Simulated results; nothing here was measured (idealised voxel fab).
The following is a process module called voxel quadruple lines.
Xsec cut, 185 nm wide, square cell size 5 nm.
Format of a cross-section: grid, square cells. Given as bands. Order: top down. Band: one or more rows of cells.
Look at the band entry: it leads with the top's height and the bottom's height in nm. Then it lists the materials left to right, with a width in nm for each. The word "edge to edge" on a single material says that material fills the band edge to edge. The word "empty" is empty space.
A quick word on heights: they are counted from 0, and under that level the wafer as it came to us is one material throughout. The lowest band is different from the rest in having no bottom; it simply continues downward, written as in "0 and below".
When a width is written as two numbers, as in "30..40", the first number is the width in the top row of cells of the band and the second is the width in its bottom row, and the width changes by the same amount from each row to the next.
Where the words "no modification" appear for a step, the cross-section shows no cell changed by that step; every cell remained as before.
The label "Catalogued sealed voids" introduces a list of the empty spaces, 8 cells or larger, that have no open way up to the top; each entry in it reads width x height at distance, where the distance is taken from the left edge and all three are stated in nm.
Post-settings text on a step line: simulator's own remark regarding the step.
When a step includes a mask, the "overlay nm" setting on its line states how far to the right of its planned place that mask lay, and negative values state how far to the left.
INTENDED PROCESS STEPS
1. RECEIVE | material Si
2. CONFORMAL_DEP | material Al2O3 | thk nm 10
3. DIRECTIONAL_DEP | material Ru | thk nm 10
4. DIRECTIONAL_DEP | material polySi | thk nm 20
5. DIRECTIONAL_DEP | material aC | thk nm 20
6. PATTERN | tone cover | mask id MANDREL | material resist | width nm 25 | pitch nm 80 | thk nm 30 | overlay nm 0
7. DIRECTIONAL_ETCH | etch materials aC | depth nm 20
8. STRIP | etch materials resist
9. CONFORMAL_DEP | material SiO2 | thk nm 15
10. DIRECTIONAL_ETCH | etch materials SiO2 | depth nm 15
11. STRIP | etch materials aC
12. DIRECTIONAL_ETCH | etch materials polySi | depth nm 20
13. STRIP | etch materials SiO2
14. CONFORMAL_DEP | material SiN | thk nm 5
15. DIRECTIONAL_ETCH | etch materials SiN | depth nm 5
16. STRIP | etch materials polySi
17. DIRECTIONAL_ETCH | etch materials Ru | depth nm 10
18. STRIP | etch materials SiN
ON THE FIRST OF THE TWO WAFERS: RUN CONDUCTED ACCORDING TO PLAN
HERE'S WHAT THE WAFER LOOKED LIKE IN CROSS-SECTION WHEN IT ARRIVED - THAT'S AFTER STEP 1
  0 and below = Si edge to edge
  Catalogued sealed voids: none
CROSS-SECTION THROUGH THE WAFER, STEP 2 FINISHED
  10 down to 0 = Al2O3 edge to edge
  Below a height of 0, the structure has not been altered.
CROSS-SECTION THROUGH THE WAFER, STEP 3 FINISHED
  20 down to 10 = Ru edge to edge
  Below a height of 10, the structure has not been altered.
CROSS-SECTION THROUGH THE WAFER, STEP 4 FINISHED
  40 down to 20 = polySi edge to edge
  Below a height of 20, the structure has not been altered.
CROSS-SECTION THROUGH THE WAFER, STEP 5 FINISHED
  60 down to 40 = aC edge to edge
  Below a height of 40, the structure has not been altered.
CROSS-SECTION THROUGH THE WAFER, STEP 6 FINISHED
  90 down to 60 = empty=40 / resist=25 / empty=55 / resist=25 / empty=40
  Below a height of 60, the structure has not been altered.
CROSS-SECTION THROUGH THE WAFER, STEP 7 FINISHED
  70 down to 60 = empty=40 / resist=25 / empty=55 / resist=25 / empty=40
  60 down to 40 = empty=40 / aC=25 / empty=55 / aC=25 / empty=40
  Below a height of 40, the structure has not been altered.
CROSS-SECTION THROUGH THE WAFER, STEP 8 FINISHED
  60 down to 40 = empty=40 / aC=25 / empty=55 / aC=25 / empty=40
  Below a height of 40, the structure has not been altered.
CROSS-SECTION THROUGH THE WAFER, STEP 9 FINISHED
  75 down to 60 = empty=25 / SiO2=55 / empty=25 / SiO2=55 / empty=25
  60 down to 55 = empty=25 / SiO2=15 / aC=25 / SiO2=15 / empty=25 / SiO2=15 / aC=25 / SiO2=15 / empty=25
  55 down to 40 = SiO2=40 / aC=25 / SiO2=55 / aC=25 / SiO2=40
  Below a height of 40, the structure has not been altered.
CROSS-SECTION THROUGH THE WAFER, STEP 10 FINISHED
  60 down to 40 = empty=25 / SiO2=15 / aC=25 / SiO2=15 / empty=25 / SiO2=15 / aC=25 / SiO2=15 / empty=25
  Below a height of 40, the structure has not been altered.
CROSS-SECTION THROUGH THE WAFER, STEP 11 FINISHED
  60 down to 40 = empty=25 / SiO2=15 / empty=25 / SiO2=15 / empty=25 / SiO2=15 / empty=25 / SiO2=15 / empty=25
  Below a height of 40, the structure has not been altered.
CROSS-SECTION THROUGH THE WAFER, STEP 12 FINISHED
  60 down to 40 = empty=25 / SiO2=15 / empty=25 / SiO2=15 / empty=25 / SiO2=15 / empty=25 / SiO2=15 / empty=25
  40 down to 20 = empty=25 / polySi=15 / empty=25 / polySi=15 / empty=25 / polySi=15 / empty=25 / polySi=15 / empty=25
  Below a height of 20, the structure has not been altered.
CROSS-SECTION THROUGH THE WAFER, STEP 13 FINISHED
  40 down to 20 = empty=25 / polySi=15 / empty=25 / polySi=15 / empty=25 / polySi=15 / empty=25 / polySi=15 / empty=25
  Below a height of 20, the structure has not been altered.
CROSS-SECTION THROUGH THE WAFER, STEP 14 FINISHED
  45 down to 40 = empty=20 / SiN=25 / empty=15 / SiN=25 / empty=15 / SiN=25 / empty=15 / SiN=25 / empty=20
  40 down to 25 = empty=20 / SiN=5 / polySi=15 / SiN=5 / empty=15 / SiN=5 / polySi=15 / SiN=5 / empty=15 / SiN=5 / polySi=15 / SiN=5 / empty=15 / SiN=5 / polySi=15 / SiN=5 / empty=20
  25 down to 20 = SiN=25 / polySi=15 / SiN=25 / polySi=15 / SiN=25 / polySi=15 / SiN=25 / polySi=15 / SiN=25
  Below a height of 20, the structure has not been altered.
CROSS-SECTION THROUGH THE WAFER, STEP 15 FINISHED
  40 down to 20 = empty=20 / SiN=5 / polySi=15 / SiN=5 / empty=15 / SiN=5 / polySi=15 / SiN=5 / empty=15 / SiN=5 / polySi=15 / SiN=5 / empty=15 / SiN=5 / polySi=15 / SiN=5 / empty=20
  Below a height of 20, the structure has not been altered.
CROSS-SECTION THROUGH THE WAFER, STEP 16 FINISHED
  40 down to 20 = empty=20 / SiN=5 / empty=15 / SiN=5 / empty=15 / SiN=5 / empty=15 / SiN=5 / empty=15 / SiN=5 / empty=15 / SiN=5 / empty=15 / SiN=5 / empty=15 / SiN=5 / empty=20
  Below a height of 20, the structure has not been altered.
CROSS-SECTION THROUGH THE WAFER, STEP 17 FINISHED
  40 down to 20 = empty=20 / SiN=5 / empty=15 / SiN=5 / empty=15 / SiN=5 / empty=15 / SiN=5 / empty=15 / SiN=5 / empty=15 / SiN=5 / empty=15 / SiN=5 / empty=15 / SiN=5 / empty=20
  20 down to 10 = empty=20 / Ru=5 / empty=15 / Ru=5 / empty=15 / Ru=5 / empty=15 / Ru=5 / empty=15 / Ru=5 / empty=15 / Ru=5 / empty=15 / Ru=5 / empty=15 / Ru=5 / empty=20
  Below a height of 10, the structure has not been altered.
CROSS-SECTION THROUGH THE WAFER, STEP 18 FINISHED
  20 down to 10 = empty=20 / Ru=5 / empty=15 / Ru=5 / empty=15 / Ru=5 / empty=15 / Ru=5 / empty=15 / Ru=5 / empty=15 / Ru=5 / empty=15 / Ru=5 / empty=15 / Ru=5 / empty=20
  Below a height of 10, the structure has not been altered.
WAFER TWO. IDENTICAL START, IDENTICAL PLAN. ONE MISTAKE IN EXECUTION. IDENTICAL HISTORY THROUGH STEP 1
when step 2 should have ended: no modification
WHEN STEP 3 SHOULD HAVE ENDED
  10 down to 0 = Ru edge to edge
  Below a height of 0, the structure has not been altered.
WHEN STEP 4 SHOULD HAVE ENDED
  30 down to 10 = polySi edge to edge
  Below a height of 10, the structure has not been altered.
WHEN STEP 5 SHOULD HAVE ENDED
  50 down to 30 = aC edge to edge
  Below a height of 30, the structure has not been altered.
WHEN STEP 6 SHOULD HAVE ENDED
  80 down to 50 = empty=40 / resist=25 / empty=55 / resist=25 / empty=40
  Below a height of 50, the structure has not been altered.
WHEN STEP 7 SHOULD HAVE ENDED
  60 down to 50 = empty=40 / resist=25 / empty=55 / resist=25 / empty=40
  50 down to 30 = empty=40 / aC=25 / empty=55 / aC=25 / empty=40
  Below a height of 30, the structure has not been altered.
WHEN STEP 8 SHOULD HAVE ENDED
  50 down to 30 = empty=40 / aC=25 / empty=55 / aC=25 / empty=40
  Below a height of 30, the structure has not been altered.
WHEN STEP 9 SHOULD HAVE ENDED
  65 down to 50 = empty=25 / SiO2=55 / empty=25 / SiO2=55 / empty=25
  50 down to 45 = empty=25 / SiO2=15 / aC=25 / SiO2=15 / empty=25 / SiO2=15 / aC=25 / SiO2=15 / empty=25
  45 down to 30 = SiO2=40 / aC=25 / SiO2=55 / aC=25 / SiO2=40
  Below a height of 30, the structure has not been altered.
WHEN STEP 10 SHOULD HAVE ENDED
  50 down to 30 = empty=25 / SiO2=15 / aC=25 / SiO2=15 / empty=25 / SiO2=15 / aC=25 / SiO2=15 / empty=25
  Below a height of 30, the structure has not been altered.
WHEN STEP 11 SHOULD HAVE ENDED
  50 down to 30 = empty=25 / SiO2=15 / empty=25 / SiO2=15 / empty=25 / SiO2=15 / empty=25 / SiO2=15 / empty=25
  Below a height of 30, the structure has not been altered.
WHEN STEP 12 SHOULD HAVE ENDED
  50 down to 30 = empty=25 / SiO2=15 / empty=25 / SiO2=15 / empty=25 / SiO2=15 / empty=25 / SiO2=15 / empty=25
  30 down to 10 = empty=25 / polySi=15 / empty=25 / polySi=15 / empty=25 / polySi=15 / empty=25 / polySi=15 / empty=25
  Below a height of 10, the structure has not been altered.
WHEN STEP 13 SHOULD HAVE ENDED
  30 down to 10 = empty=25 / polySi=15 / empty=25 / polySi=15 / empty=25 / polySi=15 / empty=25 / polySi=15 / empty=25
  Below a height of 10, the structure has not been altered.
WHEN STEP 14 SHOULD HAVE ENDED
  35 down to 30 = empty=20 / SiN=25 / empty=15 / SiN=25 / empty=15 / SiN=25 / empty=15 / SiN=25 / empty=20
  30 down to 15 = empty=20 / SiN=5 / polySi=15 / SiN=5 / empty=15 / SiN=5 / polySi=15 / SiN=5 / empty=15 / SiN=5 / polySi=15 / SiN=5 / empty=15 / SiN=5 / polySi=15 / SiN=5 / empty=20
  15 down to 10 = SiN=25 / polySi=15 / SiN=25 / polySi=15 / SiN=25 / polySi=15 / SiN=25 / polySi=15 / SiN=25
  Below a height of 10, the structure has not been altered.
WHEN STEP 15 SHOULD HAVE ENDED
  30 down to 10 = empty=20 / SiN=5 / polySi=15 / SiN=5 / empty=15 / SiN=5 / polySi=15 / SiN=5 / empty=15 / SiN=5 / polySi=15 / SiN=5 / empty=15 / SiN=5 / polySi=15 / SiN=5 / empty=20
  Below a height of 10, the structure has not been altered.
WHEN STEP 16 SHOULD HAVE ENDED
  30 down to 10 = empty=20 / SiN=5 / empty=15 / SiN=5 / empty=15 / SiN=5 / empty=15 / SiN=5 / empty=15 / SiN=5 / empty=15 / SiN=5 / empty=15 / SiN=5 / empty=15 / SiN=5 / empty=20
  Below a height of 10, the structure has not been altered.
WHEN STEP 17 SHOULD HAVE ENDED
  30 down to 10 = empty=20 / SiN=5 / empty=15 / SiN=5 / empty=15 / SiN=5 / empty=15 / SiN=5 / empty=15 / SiN=5 / empty=15 / SiN=5 / empty=15 / SiN=5 / empty=15 / SiN=5 / empty=20
  10 down to 0 = empty=20 / Ru=5 / empty=15 / Ru=5 / empty=15 / Ru=5 / empty=15 / Ru=5 / empty=15 / Ru=5 / empty=15 / Ru=5 / empty=15 / Ru=5 / empty=15 / Ru=5 / empty=20
  Below a height of 0, the structure has not been altered.
WHEN STEP 18 SHOULD HAVE ENDED
  10 down to 0 = empty=20 / Ru=5 / empty=15 / Ru=5 / empty=15 / Ru=5 / empty=15 / Ru=5 / empty=15 / Ru=5 / empty=15 / Ru=5 / empty=15 / Ru=5 / empty=15 / Ru=5 / empty=20
  Below a height of 0, the structure has not been altered.
What went wrong in running the wafer? no execution of plan step 2; skipped
Heads up, by the end the second wafer has more or fewer cells of some materials compared to the first: 74 fewer of Al2O3
